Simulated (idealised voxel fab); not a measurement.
You're looking at the process module voxel self aligned vias.
Pictured: cross-section cut, 245 nm wide, on a grid of 5 nm square cells.
Heads up, the way a cross-section reads in here is a grid of square cells, handed over as bands from the top down, with every band being one or more rows of cells.
This entry defines a band. It first specifies the height of the band's top and the height of its bottom in nm, and then specifies the band's materials from left to right, stating each material with its width in nm. The word "everywhere" identifies a single material that fills the band from edge to edge, while the word "blank" identifies empty space.
Height reference: 0 = level under which incoming wafer is all one material. Lowest band: no bottom, runs on downward, e.g. "0 -> down".
A width given as "30->40" starts at the first number in the band's top row and ends at the second number in its bottom row, shifting by an equal amount at every step from row to row.
A step reported as "remained the same" is a step in which no cell of the cross-section changed.
"Voids lacking openings" means: voids of 8 cells or more that are shut off from the top with no open way through. Written width x height at distance, distance from the left edge, in nm.
Note: text after step settings on the step line = simulator remark on that step.
overlay nm: for a step with a mask, the amount by which the mask lay right of where it was planned; a negative amount means left of it.
**Planned step list for the process**
1) op RECEIVE | material Si
2) op CONFORMAL_DEP | material SiO2 | thk nm 15
3) op CONFORMAL_DEP | material SiCN | thk nm 5
4) op DIRECTIONAL_DEP | material lowk | thk nm 25
5) op DIRECTIONAL_DEP | material aC | thk nm 15
6) op PATTERN | tone open | mask id LINES | material resist | width nm 20 | pitch nm 70 | thk nm 30 | overlay nm 0
7) op DIRECTIONAL_ETCH | etch materials aC | depth nm 15
8) op STRIP | etch materials resist
9) op DIRECTIONAL_ETCH | etch materials lowk | depth nm 25
10) op STRIP | etch materials aC
11) op CONFORMAL_DEP | material TiN | thk nm 5
12) op FILL_DEP | material W | thk nm 10
13) op CMP | height nm 45
14) op SELECTIVE_ETCH | etch materials W Ru TiN | depth nm 10
15) op FILL_DEP | material SiN | thk nm 5
16) op CMP | height nm 45
17) op DIRECTIONAL_DEP | material lowk | thk nm 20
18) op DIRECTIONAL_DEP | material aC | thk nm 15
19) op PATTERN | tone open | mask id VIAS | material resist | width nm 40 | pitch nm 70 | thk nm 35 | overlay nm 0
20) op DIRECTIONAL_ETCH | etch materials aC | depth nm 15
21) op STRIP | etch materials resist
22) op DIRECTIONAL_ETCH | etch materials lowk | depth nm 20
23) op DIRECTIONAL_ETCH | etch materials SiN | depth nm 10
24) op STRIP | etch materials aC
25) op CONFORMAL_DEP | material TiN | thk nm 5
26) op FILL_DEP | material Cu | thk nm 5
27) op CMP | height nm 65
28) op CONFORMAL_DEP | material SiCN | thk nm 5
**Incoming wafer, cross-sectional view, post step 1**
    0 -> down = Si everywhere
    Voids lacking openings: none
**Run as planned - first of the two wafers cross-sectioned at the end of the module**
    70 -> 65 = SiCN everywhere
    65 -> 50 = lowk 30, TiN 5, Cu 30, TiN 5, lowk 30, TiN 5, Cu 30, TiN 5, lowk 30, TiN 5, Cu 30, TiN 5, lowk 35
    50 -> 40 = lowk 30->40, TiN 15->5, Cu 10, TiN 15->5, lowk 30->50, TiN 15->5, Cu 10, TiN 15->5, lowk 30->50, TiN 15->5, Cu 10, TiN 15->5, lowk 35->45
    40 -> 35 = lowk 40, TiN 20, lowk 50, TiN 20, lowk 50, TiN 20, lowk 45
    35 -> 25 = lowk 40, TiN 5, W 10, TiN 5, lowk 50, TiN 5, W 10, TiN 5, lowk 50, TiN 5, W 10, TiN 5, lowk 45
    25 -> 20 = lowk 40, TiN 20, lowk 50, TiN 20, lowk 50, TiN 20, lowk 45
    20 -> 15 = SiCN everywhere
    15 -> 0 = SiO2 everywhere
    0 -> down = Si everywhere
    Voids lacking openings: none
**Second wafer through the module, sectioned at the end: same beginning and same plan as the first wafer, with one mistake in carrying it out**
    70 -> 65 = SiCN everywhere
    65 -> 50 = lowk 30, TiN 5, Cu 35, TiN 5, lowk 25, TiN 5, Cu 35, TiN 5, lowk 25, TiN 5, Cu 35, TiN 5, lowk 30
    50 -> 40 = lowk 30->40, TiN 15->5, Cu 10, TiN 20->5, lowk 25->50, TiN 15->5, Cu 10, TiN 20->5, lowk 25->50, TiN 15->5, Cu 10, TiN 20->5, lowk 30->45
    40 -> 35 = lowk 40, TiN 20, lowk 50, TiN 20, lowk 50, TiN 20, lowk 45
    35 -> 25 = lowk 40, TiN 5, W 10, TiN 5, lowk 50, TiN 5, W 10, TiN 5, lowk 50, TiN 5, W 10, TiN 5, lowk 45
    25 -> 20 = lowk 40, TiN 20, lowk 50, TiN 20, lowk 50, TiN 20, lowk 45
    20 -> 15 = SiCN everywhere
    15 -> 0 = SiO2 everywhere
    0 -> down = Si everywhere
    Voids lacking openings: none
Finding, execution versus plan: in deviation from the planned setting, step 19 was conducted as op PATTERN | tone open | mask id VIAS | material resist | width nm 45 | pitch nm 70 | thk nm 35 | overlay nm 0
In the final state, the cell counts of the second wafer exceed or fall short of those of the first for the following materials: +9 Cu | +3 TiN | -12 lowk
